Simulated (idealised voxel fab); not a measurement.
A process module follows: voxel tone inversion.
FYI the section here is cut, 270 nm wide, cells are 5 nm squares.
We lay out every cross-section as a grid of square cells and spell it out in bands from the top down, where one band means one or more rows of cells. It is stipulated that each band's entry specify, in nanometres, the height of the top of the band and then that of its bottom, followed by the materials of the band in left-to-right sequence, each together with its width in nanometres. A single material marked by the word "edge to edge" is understood to fill the band from edge to edge; the word "empty" is understood to denote empty space. Height datum 0, below which the as-received substrate wafer is one material. Lowest band open at the bottom, running downward: "0 down". A two-number width, for instance "30 to 40", indicates that the width is equal to the first number in the top row of the band and to the second number in the bottom row, and that it changes by a constant amount per row of cells. "left unchanged" after a step means that no cell of the cross-section changed. Look at "Sealed void listing" for the closed voids: empty spaces with no open path to the top, sized 8 cells or up. Each is width x height at distance, distance from the left edge, all nm. On each step's line, the part that comes after the settings is the simulator's own comment on the step. "overlay nm" on a masked step: distance the mask lay right of its planned place, negative for left.

### Planned step list for the process
1. RECEIVE [material Si]
2. CONFORMAL_DEP [material SiCN] [thk nm 10]
3. DIRECTIONAL_DEP [material polySi] [thk nm 15]
4. PATTERN [tone cover] [mask id POSTS] [material resist] [width nm 15] [pitch nm 35] [thk nm 25] [overlay nm 0]
5. DIRECTIONAL_ETCH [etch materials polySi] [depth nm 15]
6. STRIP [etch materials resist]
7. FILL_DEP [material lowk] [thk nm 10]
8. CMP [height nm 25]
9. STRIP [etch materials polySi]
10. CONFORMAL_DEP [material TiN] [thk nm 5]
11. FILL_DEP [material Ru] [thk nm 5]
12. CMP [height nm 25]
13. CONFORMAL_DEP [material SiCN] [thk nm 5]

### The first of a set of two wafers, run to plan

### as received, after step 1
- 0 down: Si edge to edge
- Sealed void listing: none

### Cross-section of the wafer after step 2
- 10 to 0: SiCN edge to edge
- Below a height of 0, the structure has not been altered.

### Cross-section of the wafer after step 3
- 25 to 10: polySi edge to edge
- Below a height of 10, the structure has not been altered.

### Cross-section of the wafer after step 4
- 50 to 25: 90 of empty / 15 of resist / 20 of empty / 15 of resist / 20 of empty / 15 of resist / 95 of empty
- Below a height of 25, the structure has not been altered.

### Cross-section of the wafer after step 5
- 50 to 25: 90 of empty / 15 of resist / 20 of empty / 15 of resist / 20 of empty / 15 of resist / 95 of empty
- 25 to 10: 90 of empty / 15 of polySi / 20 of empty / 15 of polySi / 20 of empty / 15 of polySi / 95 of empty
- Below a height of 10, the structure has not been altered.

### Cross-section of the wafer after step 6
- 25 to 10: 90 of empty / 15 of polySi / 20 of empty / 15 of polySi / 20 of empty / 15 of polySi / 95 of empty
- Below a height of 10, the structure has not been altered.

### Cross-section of the wafer after step 7
- 35 to 25: lowk edge to edge
- 25 to 10: 90 of lowk / 15 of polySi / 20 of lowk / 15 of polySi / 20 of lowk / 15 of polySi / 95 of lowk
- Below a height of 10, the structure has not been altered.

### Cross-section of the wafer after step 8
- 25 to 10: 90 of lowk / 15 of polySi / 20 of lowk / 15 of polySi / 20 of lowk / 15 of polySi / 95 of lowk
- Below a height of 10, the structure has not been altered.

### Cross-section of the wafer after step 9
- 25 to 10: 90 of lowk / 15 of empty / 20 of lowk / 15 of empty / 20 of lowk / 15 of empty / 95 of lowk
- Below a height of 10, the structure has not been altered.

### Cross-section of the wafer after step 10
- 30 to 25: 95 of TiN / 5 of empty / 30 of TiN / 5 of empty / 30 of TiN / 5 of empty / 100 of TiN
- 25 to 15: 90 of lowk / 5 of TiN / 5 of empty / 5 of TiN / 20 of lowk / 5 of TiN / 5 of empty / 5 of TiN / 20 of lowk / 5 of TiN / 5 of empty / 5 of TiN / 95 of lowk
- 15 to 10: 90 of lowk / 15 of TiN / 20 of lowk / 15 of TiN / 20 of lowk / 15 of TiN / 95 of lowk
- Below a height of 10, the structure has not been altered.

### Cross-section of the wafer after step 11
- 35 to 30: Ru edge to edge
- 30 to 25: 95 of TiN / 5 of Ru / 30 of TiN / 5 of Ru / 30 of TiN / 5 of Ru / 100 of TiN
- 25 to 15: 90 of lowk / 5 of TiN / 5 of Ru / 5 of TiN / 20 of lowk / 5 of TiN / 5 of Ru / 5 of TiN / 20 of lowk / 5 of TiN / 5 of Ru / 5 of TiN / 95 of lowk
- Below a height of 15, the structure has not been altered.

### Cross-section of the wafer after step 12
- 25 to 15: 90 of lowk / 5 of TiN / 5 of Ru / 5 of TiN / 20 of lowk / 5 of TiN / 5 of Ru / 5 of TiN / 20 of lowk / 5 of TiN / 5 of Ru / 5 of TiN / 95 of lowk
- Below a height of 15, the structure has not been altered.

### Cross-section of the wafer after step 13
- 30 to 25: SiCN edge to edge
- Below a height of 25, the structure has not been altered.

### Second wafer. Start and plan as for the first. One mistake made in running. Agrees with the first up to and including step 3

### Cross-section of the second wafer when, according to plan, step 4 should have finished
- 50 to 25: 90 of empty / 20 of resist / 15 of empty / 20 of resist / 15 of empty / 20 of resist / 90 of empty
- Below a height of 25, the structure has not been altered.

### Cross-section of the second wafer when, according to plan, step 5 should have finished
- 50 to 25: 90 of empty / 20 of resist / 15 of empty / 20 of resist / 15 of empty / 20 of resist / 90 of empty
- 25 to 10: 90 of empty / 20 of polySi / 15 of empty / 20 of polySi / 15 of empty / 20 of polySi / 90 of empty
- Below a height of 10, the structure has not been altered.

### Cross-section of the second wafer when, according to plan, step 6 should have finished
- 25 to 10: 90 of empty / 20 of polySi / 15 of empty / 20 of polySi / 15 of empty / 20 of polySi / 90 of empty
- Below a height of 10, the structure has not been altered.

### Cross-section of the second wafer when, according to plan, step 7 should have finished
- 35 to 25: lowk edge to edge
- 25 to 10: 90 of lowk / 20 of polySi / 15 of lowk / 20 of polySi / 15 of lowk / 20 of polySi / 90 of lowk
- Below a height of 10, the structure has not been altered.

### Cross-section of the second wafer when, according to plan, step 8 should have finished
- 25 to 10: 90 of lowk / 20 of polySi / 15 of lowk / 20 of polySi / 15 of lowk / 20 of polySi / 90 of lowk
- Below a height of 10, the structure has not been altered.

### Cross-section of the second wafer when, according to plan, step 9 should have finished
- 25 to 10: 90 of lowk / 20 of empty / 15 of lowk / 20 of empty / 15 of lowk / 20 of empty / 90 of lowk
- Below a height of 10, the structure has not been altered.

### Cross-section of the second wafer when, according to plan, step 10 should have finished
- 30 to 25: 95 of TiN / 10 of empty / 25 of TiN / 10 of empty / 25 of TiN / 10 of empty / 95 of TiN
- 25 to 15: 90 of lowk / 5 of TiN / 10 of empty / 5 of TiN / 15 of lowk / 5 of TiN / 10 of empty / 5 of TiN / 15 of lowk / 5 of TiN / 10 of empty / 5 of TiN / 90 of lowk
- 15 to 10: 90 of lowk / 20 of TiN / 15 of lowk / 20 of TiN / 15 of lowk / 20 of TiN / 90 of lowk
- Below a height of 10, the structure has not been altered.

### Cross-section of the second wafer when, according to plan, step 11 should have finished
- 35 to 30: Ru edge to edge
- 30 to 25: 95 of TiN / 10 of Ru / 25 of TiN / 10 of Ru / 25 of TiN / 10 of Ru / 95 of TiN
- 25 to 15: 90 of lowk / 5 of TiN / 10 of Ru / 5 of TiN / 15 of lowk / 5 of TiN / 10 of Ru / 5 of TiN / 15 of lowk / 5 of TiN / 10 of Ru / 5 of TiN / 90 of lowk
- Below a height of 15, the structure has not been altered.

### Cross-section of the second wafer when, according to plan, step 12 should have finished
- 25 to 15: 90 of lowk / 5 of TiN / 10 of Ru / 5 of TiN / 15 of lowk / 5 of TiN / 10 of Ru / 5 of TiN / 15 of lowk / 5 of TiN / 10 of Ru / 5 of TiN / 90 of lowk
- Below a height of 15, the structure has not been altered.

### Cross-section of the second wafer when, according to plan, step 13 should have finished
- 30 to 25: SiCN edge to edge
- Below a height of 25, the structure has not been altered.
Plan not followed: heads up, step 4 didn't go per plan, it actually ran as PATTERN [tone cover] [mask id POSTS] [material resist] [width nm 20] [pitch nm 35] [thk nm 25] [overlay nm 0]
It is noted that, at the conclusion of processing, the second wafer exhibits a higher or lower cell count for certain materials relative to the first: +6 Ru; +3 TiN; -9 lowk
